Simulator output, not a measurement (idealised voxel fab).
This section sets out a process module, namely voxel wiring stack.
cross-section cut | 250 nm wide | cells 5 nm
Just so we're on the same page, the cross-sections are grids of square cells, and they're listed out in bands top to bottom, each band one or more rows deep. Within each band entry, the heights of the top and of the bottom of the band appear first, in that order and in nm; the materials of the band then follow from left to right, each with its corresponding width in nm. The designation "full width" on a single material indicates that it fills the band from edge to edge; the designation "empty" indicates empty space. Counting heights begins at 0, where everything beneath is, in the wafer as received, one material. The lowest band has no bottom; it goes on downwards, as "from 0 down" shows. The expression "30 to 40" gives the width at the extremes of the band, the first number at its top row of cells and the second at its bottom row, with the width changing by equal amounts from each row to the next in between. "nothing altered" (step): cross-section cells unchanged, all of them. The label "Enclosed void inventory" introduces a list of the empty spaces, 8 cells or larger, that have no open way up to the top; each entry in it reads width x height at distance, where the distance is taken from the left edge and all three are stated in nm. Heads up: the bit after the settings on a step's line is the simulator's remark on that step. Among the settings permitted on a step's line is "overlay nm"; applied to a step with a mask, it specifies the extent to which the mask lay to the right of its planned position, whereas a negative figure signifies a position to the left.
So here's the lineup of process steps we planned:
1: op RECEIVE | material Si
2: op CONFORMAL_DEP | material SiO2 | thk nm 10
3: op DIRECTIONAL_DEP | material TiN | thk nm 5
4: op DIRECTIONAL_DEP | material W | thk nm 15
5: op DIRECTIONAL_DEP | material aC | thk nm 10
6: op PATTERN | tone cover | mask id METAL_1 | material resist | width nm 30 | pitch nm 50 | thk nm 25 | overlay nm 0
7: op DIRECTIONAL_ETCH | etch materials aC | depth nm 10
8: op STRIP | etch materials resist
9: op DIRECTIONAL_ETCH | etch materials W | depth nm 15
10: op DIRECTIONAL_ETCH | etch materials TiN | depth nm 5
11: op STRIP | etch materials aC
12: op FILL_DEP | material lowk | thk nm 5
13: op CMP | height nm 30
14: op CONFORMAL_DEP | material SiCN | thk nm 5
15: op DIRECTIONAL_DEP | material lowk | thk nm 25
16: op DIRECTIONAL_DEP | material aC | thk nm 10
17: op PATTERN | tone open | mask id METAL_2 | material resist | width nm 30 | pitch nm 50 | thk nm 25 | overlay nm 0
18: op DIRECTIONAL_ETCH | etch materials aC | depth nm 10
19: op STRIP | etch materials resist
20: op DIRECTIONAL_ETCH | etch materials lowk | depth nm 15
21: op STRIP | etch materials aC
22: op MASKED_ETCH | tone open | mask id METAL_2_HOLES | width nm 15 | pitch nm 50 | etch materials lowk | depth nm 10 | overlay nm 0
23: op MASKED_ETCH | tone open | mask id METAL_2_HOLES | width nm 15 | pitch nm 50 | etch materials SiCN | depth nm 5 | overlay nm 0
24: op CONFORMAL_DEP | material TiN | thk nm 5
25: op FILL_DEP | material Cu | thk nm 10
26: op CMP | height nm 60
27: op CONFORMAL_DEP | material SiCN | thk nm 5
28: op DIRECTIONAL_DEP | material SiO2 | thk nm 15
29: op PATTERN | tone open | mask id PLUG_2 | material resist | width nm 15 | pitch nm 50 | thk nm 15 | overlay nm 0
30: op DIRECTIONAL_ETCH | etch materials SiO2 | depth nm 15
31: op DIRECTIONAL_ETCH | etch materials SiCN | depth nm 5
32: op STRIP | etch materials resist
33: op EPI | material Ru | thk nm 10
34: op EPI | material Ru | thk nm 10
35: op DIRECTIONAL_DEP | material TiN | thk nm 5
36: op DIRECTIONAL_DEP | material Ru | thk nm 25
37: op MASKED_ETCH | tone cover | mask id METAL_3 | width nm 30 | pitch nm 50 | etch materials Ru | depth nm 25 | overlay nm 0
38: op MASKED_ETCH | tone cover | mask id METAL_3 | width nm 30 | pitch nm 50 | etch materials TiN | depth nm 5 | overlay nm 0
39: op CONFORMAL_DEP | material SiCN | thk nm 5
40: op FILL_DEP | material lowk | thk nm 5
41: op CMP | height nm 110
42: op CONFORMAL_DEP | material SiCN | thk nm 5
The cross-section here shows the wafer as received, i.e. in its state after step 1:
- from 0 down: Si full width
- Enclosed void inventory: none
The module was run from the start shown above using the plan shown above, but one mistake was made doing it; the resulting wafer cross-section is below:
- from 115 to 110: SiCN full width
- from 110 to 85: lowk=55 / SiCN=5 / Ru=30 / SiCN=5 / lowk=10 / SiCN=5 / Ru=30 / SiCN=5 / lowk=10 / SiCN=5 / Ru=30 / SiCN=5 / lowk=55
- from 85 to 80: SiCN=60 / TiN=30 / SiCN=20 / TiN=30 / SiCN=20 / TiN=30 / SiCN=60
- from 80 to 65: SiO2=55 / Ru=15 / SiO2=35 / Ru=15 / SiO2=35 / Ru=15 / SiO2=80
- from 65 to 60: SiCN=55 / Ru=15 / SiCN=35 / Ru=15 / SiCN=35 / Ru=15 / SiCN=80
- from 60 to 50: lowk=60 / TiN=5 / Cu=20 / TiN=5 / lowk=20 / TiN=5 / Cu=20 / TiN=5 / lowk=20 / TiN=5 / Cu=20 / TiN=5 / lowk=60
- from 50 to 45: lowk=60 / TiN=5 / Cu=5 / TiN=20 / lowk=20 / TiN=5 / Cu=5 / TiN=20 / lowk=20 / TiN=5 / Cu=5 / TiN=20 / lowk=60
- from 45 to 35: lowk=60 / TiN=5 / Cu=5 / TiN=5 / lowk=35 / TiN=5 / Cu=5 / TiN=5 / lowk=35 / TiN=5 / Cu=5 / TiN=5 / lowk=75
- from 35 to 30: SiCN=60 / TiN=15 / SiCN=35 / TiN=15 / SiCN=35 / TiN=15 / SiCN=75
- from 30 to 15: lowk=60 / W=30 / lowk=20 / W=30 / lowk=20 / W=30 / lowk=60
- from 15 to 10: lowk=60 / TiN=30 / lowk=20 / TiN=30 / lowk=20 / TiN=30 / lowk=60
- from 10 to 0: SiO2 full width
- from 0 down: Si full width
- Enclosed void inventory: none
Where did the run depart from the plan? rather than as planned, step 29 actually ran as op PATTERN | tone open | mask id PLUG_2 | material resist | width nm 15 | pitch nm 50 | thk nm 15 | overlay nm -5
